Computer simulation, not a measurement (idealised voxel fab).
voxel transistor to metal: a process module
FYI the section here is cut, 285 nm wide, cells are 5 nm squares.
Heads up, the way a cross-section reads in here is a grid of square cells, handed over as bands from the top down, with every band being one or more rows of cells.
Heads up on the band format: heights come first, top then bottom, in nm. After that it's the materials left to right, each with its width in nm. A single material flagged "throughout" fills the whole band edge to edge, and "blank" means there's empty space there.
For the purposes of this specification, 0 denotes the height below which the wafer in its as-received condition is composed wholly of one material, and the lowermost band, lacking a lower limit, extends downward without end, as expressed in "from 0 down".
Read "30 to 40" as a graded width: first number on top, second number at the bottom, same change between each pair of neighbouring rows.
Take "same as before" at face value: in the step it is given for, the cross-section changed in none of its cells.
Closed empty spaces (no open way to the top) of 8 cells or more are what "Sealed void inventory" lists, each as width x height at distance from the left edge, nm for all three.
What comes after the settings on a step's line is commentary from the simulator itself on that step.
The "overlay nm" setting may appear on a step's line; for a step that uses a mask, it gives how far to the right of its planned position the mask lay, and a negative value indicates the left.

Intended process steps
1: RECEIVE: material Si
2: CONFORMAL_DEP: material SiO2, thk nm 5
3: CONFORMAL_DEP: material SiN, thk nm 10
4: PATTERN: tone cover, mask id ACTIVE, material resist, width nm 115, pitch nm 135, thk nm 20, overlay nm 0
5: DIRECTIONAL_ETCH: etch materials SiN, depth nm 10
6: DIRECTIONAL_ETCH: etch materials SiO2, depth nm 5
7: DIRECTIONAL_ETCH: etch materials Si, depth nm 20
8: STRIP: etch materials resist
9: FILL_DEP: material SiO2, thk nm 5
10: CMP: height nm 15
11: SELECTIVE_ETCH: etch materials SiO2, depth nm 10
12: STRIP: etch materials SiN
13: SELECTIVE_ETCH: etch materials SiO2, depth nm 5
14: OXIDIZE: depth nm 5
15: DIRECTIONAL_DEP: material polySi, thk nm 30
16: DIRECTIONAL_DEP: material SiCN, thk nm 15
17: PATTERN: tone cover, mask id GATE, material resist, width nm 25, pitch nm 135, thk nm 20, overlay nm 0
18: DIRECTIONAL_ETCH: etch materials SiCN, depth nm 25
19: DIRECTIONAL_ETCH: etch materials polySi, depth nm 40
20: STRIP: etch materials resist
21: CONFORMAL_DEP: material SiO2, thk nm 5
22: DIRECTIONAL_ETCH: etch materials SiO2, depth nm 5
23: CONFORMAL_DEP: material SiN, thk nm 5
24: DIRECTIONAL_ETCH: etch materials SiN, depth nm 5
25: DIRECTIONAL_ETCH: etch materials SiO2, depth nm 5
26: DIRECTIONAL_ETCH: etch materials Si, depth nm 10
27: EPI: material pSi, thk nm 15
28: FILL_DEP: material SiO2, thk nm 5
29: CMP: height nm 45
30: DIRECTIONAL_DEP: material SiO2, thk nm 10
31: PATTERN: tone open, mask id CONTACT, material resist, width nm 15, thk nm 15, overlay nm -10
32: DIRECTIONAL_ETCH: etch materials SiO2, depth nm 55
33: STRIP: etch materials resist
34: CONFORMAL_DEP: material TiN, thk nm 5
35: FILL_DEP: material W, thk nm 10
36: CMP: height nm 55
37: CONFORMAL_DEP: material SiCN, thk nm 5
38: DIRECTIONAL_DEP: material SiO2, thk nm 20
39: DIRECTIONAL_DEP: material aC, thk nm 10
40: PATTERN: tone open, mask id METAL_1, material resist, width nm 15, thk nm 30, overlay nm 0
41: DIRECTIONAL_ETCH: etch materials aC, depth nm 10
42: STRIP: etch materials resist
43: DIRECTIONAL_ETCH: etch materials SiO2, depth nm 20
44: DIRECTIONAL_ETCH: etch materials SiCN, depth nm 5
45: STRIP: etch materials aC
46: CONFORMAL_DEP: material TiN, thk nm 5
47: FILL_DEP: material Cu, thk nm 5
48: CMP: height nm 80
49: CONFORMAL_DEP: material SiCN, thk nm 5
50: DIRECTIONAL_DEP: material lowk, thk nm 35
51: PATTERN: tone open, mask id METAL_2, material resist, width nm 15, pitch nm 135, thk nm 15, overlay nm 0
52: DIRECTIONAL_ETCH: etch materials lowk, depth nm 20
53: STRIP: etch materials resist
54: MASKED_ETCH: tone open, mask id METAL_2_HOLES, width nm 15, pitch nm 135, etch materials lowk, depth nm 15, overlay nm 0
55: MASKED_ETCH: tone open, mask id METAL_2_HOLES, width nm 15, pitch nm 135, etch materials SiCN, depth nm 5, overlay nm 0
56: CONFORMAL_DEP: material TiN, thk nm 5
57: FILL_DEP: material Ru, thk nm 5
58: CMP: height nm 120
59: CONFORMAL_DEP: material SiN, thk nm 5
Wafers differ in overlay nm at step 31; plan lists the first wafer's value; identical starting state.

Cross-section of the first incoming wafer of several, state after step 1
	from 0 down | Si throughout
	Sealed void inventory: none

For your reference, the table is organized with a row per wafer; each row reflects the wafer at the end of the module, indicating for each material the cells gained (+) or lost (-) since receipt, and thereafter its closed voids
overlay nm -10; +16 Cu; +14 Ru; -146 Si; +126 SiCN; +93 SiN; +595 SiO2; +162 TiN; +36 W; +357 lowk; +112 pSi; +60 polySi; Sealed void inventory: none
overlay nm -5; +16 Cu; +14 Ru; -146 Si; +126 SiCN; +93 SiN; +591 SiO2; +166 TiN; +36 W; +357 lowk; +112 pSi; +60 polySi; Sealed void inventory: none
overlay nm 0; +16 Cu; +14 Ru; -146 Si; +126 SiCN; +93 SiN; +591 SiO2; +170 TiN; +32 W; +357 lowk; +112 pSi; +60 polySi; Sealed void inventory: none
overlay nm 5; +16 Cu; +14 Ru; -146 Si; +126 SiCN; +93 SiN; +591 SiO2; +166 TiN; +36 W; +357 lowk; +112 pSi; +60 polySi; Sealed void inventory: none
overlay nm 10; +16 Cu; +14 Ru; -146 Si; +126 SiCN; +93 SiN; +595 SiO2; +162 TiN; +36 W; +357 lowk; +112 pSi; +60 polySi; Sealed void inventory: none
overlay nm 15; +16 Cu; +14 Ru; -146 Si; +126 SiCN; +93 SiN; +609 SiO2; +162 TiN; +22 W; +357 lowk; +112 pSi; +60 polySi; Sealed void inventory: none
